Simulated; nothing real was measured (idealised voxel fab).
Presented below is a process module, voxel ribs on slabs.
Square cells of 5 nm make up the cross-section cut, whose width is 295 nm.
Notation: cross-section as square-cell grid; stated in bands, top first, going down; one or more cell rows per band.
Quick guide to a band line: top height, bottom height (nm) up front; then every material left to right with its width in nm. Only one material and it's marked "full width"? Then it fills the band edge to edge. And "empty" just means empty space.
The reference from which all heights are counted is 0, the level beneath which the as-received wafer is entirely one material; the lowest band, having no lower bound, proceeds downward and is written after the example "from 0 down".
Width: "30..40" (first number = top row, second number = bottom row, same change from row to row of cells).
"nothing got changed" (step): cross-section cells unchanged, all of them.
"Enclosed void listing" lists enclosed empty spaces (at least 8 cells, no open path upward to the top), each as width x height at distance from the left edge, in nm.
On each step's line, the part that comes after the settings is the simulator's own comment on the step.
If you see "overlay nm" on a step's line and that step has a mask, it's telling you how far right of where it was planned the mask ended up; a negative number means it went left instead.

## Intended process steps
1,RECEIVE,material Si
2,DIRECTIONAL_DEP,material SiO2,thk nm 20
3,DIRECTIONAL_DEP,material SiN,thk nm 25
4,MASKED_ETCH,tone cover,mask id RIB,width nm 30,etch materials SiN,depth nm 5,overlay nm 0
5,PATTERN,tone cover,mask id SLAB,material resist,width nm 60,thk nm 20,overlay nm 0
6,DIRECTIONAL_ETCH,etch materials SiN,depth nm 20
7,STRIP,etch materials resist
8,FILL_DEP,material SiO2,thk nm 25
9,CMP,height nm 65
10,DIRECTIONAL_DEP,material W,thk nm 5
11,DIRECTIONAL_DEP,material aC,thk nm 10
12,PATTERN,tone cover,mask id HEATER,material resist,width nm 40,thk nm 30,overlay nm 0
13,DIRECTIONAL_ETCH,etch materials aC,depth nm 10
14,STRIP,etch materials resist
15,DIRECTIONAL_ETCH,etch materials W,depth nm 5
16,STRIP,etch materials aC
17,CONFORMAL_DEP,material SiO2,thk nm 5

## The first of a set of two wafers, run to plan

## Cross-section: wafer on arrival = after step 1
* from 0 down = Si full width
* Enclosed void listing: none

## Cross-sectional representation of the wafer at the conclusion of step 2
* from 20 to 0 = SiO2 full width
* Whatever lies below 0 is exactly as it was before.

## Cross-sectional representation of the wafer at the conclusion of step 3
* from 45 to 20 = SiN full width
* Whatever lies below 20 is exactly as it was before.

## Cross-sectional representation of the wafer at the conclusion of step 4
* from 45 to 40 = 130 of empty / 30 of SiN / 135 of empty
* Whatever lies below 40 is exactly as it was before.

## Cross-sectional representation of the wafer at the conclusion of step 5
* from 65 to 45 = 115 of empty / 60 of resist / 120 of empty
* from 45 to 40 = 115 of empty / 15 of resist / 30 of SiN / 15 of resist / 120 of empty
* Whatever lies below 40 is exactly as it was before.

## Cross-sectional representation of the wafer at the conclusion of step 6
* from 65 to 45 = 115 of empty / 60 of resist / 120 of empty
* from 45 to 40 = 115 of empty / 15 of resist / 30 of SiN / 15 of resist / 120 of empty
* from 40 to 20 = 115 of empty / 60 of SiN / 120 of empty
* Whatever lies below 20 is exactly as it was before.

## Cross-sectional representation of the wafer at the conclusion of step 7
* from 45 to 40 = 130 of empty / 30 of SiN / 135 of empty
* Whatever lies below 40 is exactly as it was before.

## Cross-sectional representation of the wafer at the conclusion of step 8
* from 70 to 45 = SiO2 full width
* from 45 to 40 = 130 of SiO2 / 30 of SiN / 135 of SiO2
* from 40 to 20 = 115 of SiO2 / 60 of SiN / 120 of SiO2
* Whatever lies below 20 is exactly as it was before.

## Cross-sectional representation of the wafer at the conclusion of step 9
* from 65 to 45 = SiO2 full width
* Whatever lies below 45 is exactly as it was before.

## Cross-sectional representation of the wafer at the conclusion of step 10
* from 70 to 65 = W full width
* Whatever lies below 65 is exactly as it was before.

## Cross-sectional representation of the wafer at the conclusion of step 11
* from 80 to 70 = aC full width
* Whatever lies below 70 is exactly as it was before.

## Cross-sectional representation of the wafer at the conclusion of step 12
* from 110 to 80 = 125 of empty / 40 of resist / 130 of empty
* Whatever lies below 80 is exactly as it was before.

## Cross-sectional representation of the wafer at the conclusion of step 13
* from 100 to 80 = 125 of empty / 40 of resist / 130 of empty
* from 80 to 70 = 125 of empty / 40 of aC / 130 of empty
* Whatever lies below 70 is exactly as it was before.

## Cross-sectional representation of the wafer at the conclusion of step 14
* from 80 to 70 = 125 of empty / 40 of aC / 130 of empty
* Whatever lies below 70 is exactly as it was before.

## Cross-sectional representation of the wafer at the conclusion of step 15
* from 80 to 70 = 125 of empty / 40 of aC / 130 of empty
* from 70 to 65 = 125 of empty / 40 of W / 130 of empty
* Whatever lies below 65 is exactly as it was before.

## Cross-sectional representation of the wafer at the conclusion of step 16
* from 70 to 65 = 125 of empty / 40 of W / 130 of empty
* Whatever lies below 65 is exactly as it was before.

## Cross-sectional representation of the wafer at the conclusion of step 17
* from 75 to 70 = 120 of empty / 50 of SiO2 / 125 of empty
* from 70 to 65 = 125 of SiO2 / 40 of W / 130 of SiO2
* Whatever lies below 65 is exactly as it was before.

## Wafer two. Same start, same plan, one slip in execution. Same as wafer one through step 4, inclusive

## Second wafer, section view, time point: scheduled end of step 5
* from 65 to 45 = 115 of resist / 60 of empty / 120 of resist
* from 45 to 40 = 115 of resist / 15 of empty / 30 of SiN / 15 of empty / 120 of resist
* Whatever lies below 40 is exactly as it was before.

## Second wafer, section view, time point: scheduled end of step 6
* from 65 to 40 = 115 of resist / 60 of empty / 120 of resist
* from 40 to 25 = 115 of SiN / 60 of empty / 120 of SiN
* from 25 to 20 = 115 of SiN / 15 of empty / 30 of SiN / 15 of empty / 120 of SiN
* Whatever lies below 20 is exactly as it was before.

## Second wafer, section view, time point: scheduled end of step 7
* from 40 to 25 = 115 of SiN / 60 of empty / 120 of SiN
* Whatever lies below 25 is exactly as it was before.

## Second wafer, section view, time point: scheduled end of step 8
* from 65 to 40 = SiO2 full width
* from 40 to 25 = 115 of SiN / 60 of SiO2 / 120 of SiN
* from 25 to 20 = 115 of SiN / 15 of SiO2 / 30 of SiN / 15 of SiO2 / 120 of SiN
* Whatever lies below 20 is exactly as it was before.

Second wafer, section view, time point: scheduled end of step 9: nothing got changed

## Second wafer, section view, time point: scheduled end of step 10
* from 70 to 65 = W full width
* Whatever lies below 65 is exactly as it was before.

## Second wafer, section view, time point: scheduled end of step 11
* from 80 to 70 = aC full width
* Whatever lies below 70 is exactly as it was before.

## Second wafer, section view, time point: scheduled end of step 12
* from 110 to 80 = 125 of empty / 40 of resist / 130 of empty
* Whatever lies below 80 is exactly as it was before.

## Second wafer, section view, time point: scheduled end of step 13
* from 100 to 80 = 125 of empty / 40 of resist / 130 of empty
* from 80 to 70 = 125 of empty / 40 of aC / 130 of empty
* Whatever lies below 70 is exactly as it was before.

## Second wafer, section view, time point: scheduled end of step 14
* from 80 to 70 = 125 of empty / 40 of aC / 130 of empty
* Whatever lies below 70 is exactly as it was before.

## Second wafer, section view, time point: scheduled end of step 15
* from 80 to 70 = 125 of empty / 40 of aC / 130 of empty
* from 70 to 65 = 125 of empty / 40 of W / 130 of empty
* Whatever lies below 65 is exactly as it was before.

## Second wafer, section view, time point: scheduled end of step 16
* from 70 to 65 = 125 of empty / 40 of W / 130 of empty
* Whatever lies below 65 is exactly as it was before.

## Second wafer, section view, time point: scheduled end of step 17
* from 75 to 70 = 120 of empty / 50 of SiO2 / 125 of empty
* from 70 to 65 = 125 of SiO2 / 40 of W / 130 of SiO2
* Whatever lies below 65 is exactly as it was before.
Against the plan, the run slipped here: step 5 deviated from plan and actually ran as PATTERN,tone open,mask id SLAB,material resist,width nm 60,thk nm 20,overlay nm 0
Heads up, by the end the second wafer has more or fewer cells of some materials compared to the first: 140 more of SiN | 140 fewer of SiO2
